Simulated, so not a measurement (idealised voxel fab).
The document below concerns the process module designated voxel trench capacitor.
Xsec cut, 210 nm wide, square cell size 5 nm.
Just so we're on the same page, the cross-sections are grids of square cells, and they're listed out in bands top to bottom, each band one or more rows deep.
Quick guide to a band line: top height, bottom height (nm) up front; then every material left to right with its width in nm. Only one material and it's marked "everywhere"? Then it fills the band edge to edge. And "air" just means empty space.
Basically, 0 is our baseline, since under it the wafer straight out of the box is all one material. The bottom band has no lower end and keeps on going down, so it looks like "0..down".
When a width is written as two numbers, as in "30 to 40", the first number is the width in the top row of cells of the band and the second is the width in its bottom row, and the width changes by the same amount from each row to the next.
It should be understood that the words "nothing different", when stated for a given step, signify that the cross-section underwent no change in any of its cells during that step.
This entry, "Completely sealed voids", enumerates those empty regions of no fewer than 8 cells that possess no open connection to the top. Each region is reported in the form width x height at distance, the distance being taken from the left edge, with all three quantities expressed in nm.
Heads up: the bit after the settings on a step's line is the simulator's remark on that step.
overlay nm: for a step with a mask, the amount by which the mask lay right of where it was planned; a negative amount means left of it.
Process steps (planned)
1 RECEIVE | material Si
2 CONFORMAL_DEP | material SiN | thk nm 10
3 PATTERN | tone open | mask id TRENCH | material resist | width nm 20 | pitch nm 35 | thk nm 15 | overlay nm 0
4 DIRECTIONAL_ETCH | etch materials SiN | depth nm 10
5 DIRECTIONAL_ETCH | etch materials Si | depth nm 25
6 STRIP | etch materials resist
7 CONFORMAL_DEP | material SiO2 | thk nm 5
8 FILL_DEP | material polySi | thk nm 5
9 CMP | height nm 10
Run as planned: first of two wafers
Received-state cross-section, reflecting completion of step 1
	0..down = Si everywhere
	Completely sealed voids: none
So this is the wafer cross-section right after step 2
	10..0 = SiN everywhere
	Below 0 it's all the same as before, nothing changed down there.
So this is the wafer cross-section right after step 3
	25..10 = resist (40), then air (20), then resist (15), then air (20), then resist (15), then air (20), then resist (15), then air (20), then resist (45)
	Below 10 it's all the same as before, nothing changed down there.
So this is the wafer cross-section right after step 4
	25..10 = resist (40), then air (20), then resist (15), then air (20), then resist (15), then air (20), then resist (15), then air (20), then resist (45)
	10..0 = SiN (40), then air (20), then SiN (15), then air (20), then SiN (15), then air (20), then SiN (15), then air (20), then SiN (45)
	Below 0 it's all the same as before, nothing changed down there.
So this is the wafer cross-section right after step 5
	25..10 = resist (40), then air (20), then resist (15), then air (20), then resist (15), then air (20), then resist (15), then air (20), then resist (45)
	10..0 = SiN (40), then air (20), then SiN (15), then air (20), then SiN (15), then air (20), then SiN (15), then air (20), then SiN (45)
	0..-25 = Si (40), then air (20), then Si (15), then air (20), then Si (15), then air (20), then Si (15), then air (20), then Si (45)
	Below -25 it's all the same as before, nothing changed down there.
So this is the wafer cross-section right after step 6
	10..0 = SiN (40), then air (20), then SiN (15), then air (20), then SiN (15), then air (20), then SiN (15), then air (20), then SiN (45)
	Below 0 it's all the same as before, nothing changed down there.
So this is the wafer cross-section right after step 7
	15..10 = SiO2 (45), then air (10), then SiO2 (25), then air (10), then SiO2 (25), then air (10), then SiO2 (25), then air (10), then SiO2 (50)
	10..0 = SiN (40), then SiO2 (5), then air (10), then SiO2 (5), then SiN (15), then SiO2 (5), then air (10), then SiO2 (5), then SiN (15), then SiO2 (5), then air (10), then SiO2 (5), then SiN (15), then SiO2 (5), then air (10), then SiO2 (5), then SiN (45)
	0..-20 = Si (40), then SiO2 (5), then air (10), then SiO2 (5), then Si (15), then SiO2 (5), then air (10), then SiO2 (5), then Si (15), then SiO2 (5), then air (10), then SiO2 (5), then Si (15), then SiO2 (5), then air (10), then SiO2 (5), then Si (45)
	-20..-25 = Si (40), then SiO2 (20), then Si (15), then SiO2 (20), then Si (15), then SiO2 (20), then Si (15), then SiO2 (20), then Si (45)
	Below -25 it's all the same as before, nothing changed down there.
So this is the wafer cross-section right after step 8
	20..15 = polySi everywhere
	15..10 = SiO2 (45), then polySi (10), then SiO2 (25), then polySi (10), then SiO2 (25), then polySi (10), then SiO2 (25), then polySi (10), then SiO2 (50)
	10..0 = SiN (40), then SiO2 (5), then polySi (10), then SiO2 (5), then SiN (15), then SiO2 (5), then polySi (10), then SiO2 (5), then SiN (15), then SiO2 (5), then polySi (10), then SiO2 (5), then SiN (15), then SiO2 (5), then polySi (10), then SiO2 (5), then SiN (45)
	0..-20 = Si (40), then SiO2 (5), then polySi (10), then SiO2 (5), then Si (15), then SiO2 (5), then polySi (10), then SiO2 (5), then Si (15), then SiO2 (5), then polySi (10), then SiO2 (5), then Si (15), then SiO2 (5), then polySi (10), then SiO2 (5), then Si (45)
	Below -20 it's all the same as before, nothing changed down there.
So this is the wafer cross-section right after step 9
	10..0 = SiN (40), then SiO2 (5), then polySi (10), then SiO2 (5), then SiN (15), then SiO2 (5), then polySi (10), then SiO2 (5), then SiN (15), then SiO2 (5), then polySi (10), then SiO2 (5), then SiN (15), then SiO2 (5), then polySi (10), then SiO2 (5), then SiN (45)
	Below 0 it's all the same as before, nothing changed down there.
Wafer two of the pair: same origin, same plan, one error during the run; identical to wafer one up to and including step 4
Look at the second wafer in cross-section at the time step 5 ought to have finished
	10..0 = SiN (40), then air (20), then SiN (15), then air (20), then SiN (15), then air (20), then SiN (15), then air (20), then SiN (45)
	Below 0 it's all the same as before, nothing changed down there.
Look at the second wafer in cross-section at the time step 6 ought to have finished
	10..0 = SiN (40), then air (20), then SiN (15), then air (20), then SiN (15), then air (20), then SiN (15), then air (20), then SiN (45)
	0..-25 = Si (40), then air (20), then Si (15), then air (20), then Si (15), then air (20), then Si (15), then air (20), then Si (45)
	Below -25 it's all the same as before, nothing changed down there.
Look at the second wafer in cross-section at the time step 7 ought to have finished
	15..10 = SiO2 (45), then air (10), then SiO2 (25), then air (10), then SiO2 (25), then air (10), then SiO2 (25), then air (10), then SiO2 (50)
	10..0 = SiN (40), then SiO2 (5), then air (10), then SiO2 (5), then SiN (15), then SiO2 (5), then air (10), then SiO2 (5), then SiN (15), then SiO2 (5), then air (10), then SiO2 (5), then SiN (15), then SiO2 (5), then air (10), then SiO2 (5), then SiN (45)
	0..-20 = Si (40), then SiO2 (5), then air (10), then SiO2 (5), then Si (15), then SiO2 (5), then air (10), then SiO2 (5), then Si (15), then SiO2 (5), then air (10), then SiO2 (5), then Si (15), then SiO2 (5), then air (10), then SiO2 (5), then Si (45)
	-20..-25 = Si (40), then SiO2 (20), then Si (15), then SiO2 (20), then Si (15), then SiO2 (20), then Si (15), then SiO2 (20), then Si (45)
	Below -25 it's all the same as before, nothing changed down there.
Look at the second wafer in cross-section at the time step 8 ought to have finished
	20..15 = polySi everywhere
	15..10 = SiO2 (45), then polySi (10), then SiO2 (25), then polySi (10), then SiO2 (25), then polySi (10), then SiO2 (25), then polySi (10), then SiO2 (50)
	10..0 = SiN (40), then SiO2 (5), then polySi (10), then SiO2 (5), then SiN (15), then SiO2 (5), then polySi (10), then SiO2 (5), then SiN (15), then SiO2 (5), then polySi (10), then SiO2 (5), then SiN (15), then SiO2 (5), then polySi (10), then SiO2 (5), then SiN (45)
	0..-20 = Si (40), then SiO2 (5), then polySi (10), then SiO2 (5), then Si (15), then SiO2 (5), then polySi (10), then SiO2 (5), then Si (15), then SiO2 (5), then polySi (10), then SiO2 (5), then Si (15), then SiO2 (5), then polySi (10), then SiO2 (5), then Si (45)
	Below -20 it's all the same as before, nothing changed down there.
Look at the second wafer in cross-section at the time step 9 ought to have finished
	10..0 = SiN (40), then SiO2 (5), then polySi (10), then SiO2 (5), then SiN (15), then SiO2 (5), then polySi (10), then SiO2 (5), then SiN (15), then SiO2 (5), then polySi (10), then SiO2 (5), then SiN (15), then SiO2 (5), then polySi (10), then SiO2 (5), then SiN (45)
	Below 0 it's all the same as before, nothing changed down there.
Short version of what went wrong: note: step 5 <-> step 6, run order reversed vs plan
Upon completion, the cross-sectional profiles of the two wafers are identical; consequently, the error exerts no influence on the quantities computed by this model.
